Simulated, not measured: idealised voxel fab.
Process module in this document: voxel air gaps
Cross-sectional view cut (width: 175 nm; square cell size: 5 nm).
Cross-section = grid of square cells, listed top down in bands; band = one or more rows.
First you get the band's top height and its bottom height, in nm, and then the materials it's made of, left to right, with each width in nm. If you see a single material with "edge to edge", that one covers the band edge to edge. "blank" is empty space.
Beneath 0, the wafer as received is one material, and that level is where height counting begins. The lowest band goes on downward without a bottom; it is written like "0 nm and below".
Think of "30->40" as a width that walks from the first number to the second as you go down the band, top row to bottom row, taking equal-sized steps from row to row.
No cell of the cross-section changed in a step that is given as "remains unaltered".
Empty spaces counting at least 8 cells and having no open way to the top are listed in "Enclosed cavities". The notation width x height at distance is used for each, the distance being from the left edge and all three values in nm.
Heads up: the bit after the settings on a step's line is the simulator's remark on that step.
A step's line can hold "overlay nm"; with a mask on that step, the setting says how far right of the planned place the mask lay, while a negative setting says it lay to the left.
[The planned process steps are enumerated hereunder]
step 1: RECEIVE, material Si
step 2: CONFORMAL_DEP, material SiO2, thk nm 10
step 3: CONFORMAL_DEP, material SiN, thk nm 5
step 4: DIRECTIONAL_DEP, material lowk, thk nm 40
step 5: PATTERN, tone open, mask id LINES, material resist, width nm 20, pitch nm 45, thk nm 20, overlay nm 0
step 6: DIRECTIONAL_ETCH, etch materials lowk, depth nm 40
step 7: STRIP, etch materials resist
step 8: CONFORMAL_DEP, material TiN, thk nm 5
step 9: FILL_DEP, material Cu, thk nm 10
step 10: CMP, height nm 55
step 11: EPI, material Ru, thk nm 10
step 12: SELECTIVE_ETCH, etch materials lowk, depth nm 50
step 13: CONFORMAL_DEP, material SiN, thk nm 5
[Wafer at receipt (post step 1), cross-section]
	0 nm and below: Si edge to edge
	Enclosed cavities: none
[Same starting wafer, same plan as above, one mistake in the execution; this is the cross-section at the end of the module]
	60 nm to 50 nm: SiN edge to edge
	50 nm to 10 nm: lowk edge to edge
	10 nm to 0 nm: SiO2 edge to edge
	0 nm and below: Si edge to edge
	Enclosed cavities: none
Against the plan, the run slipped here: the executed order of steps 3 and 4 is the reverse of that specified in the plan, each step having taken the other's position
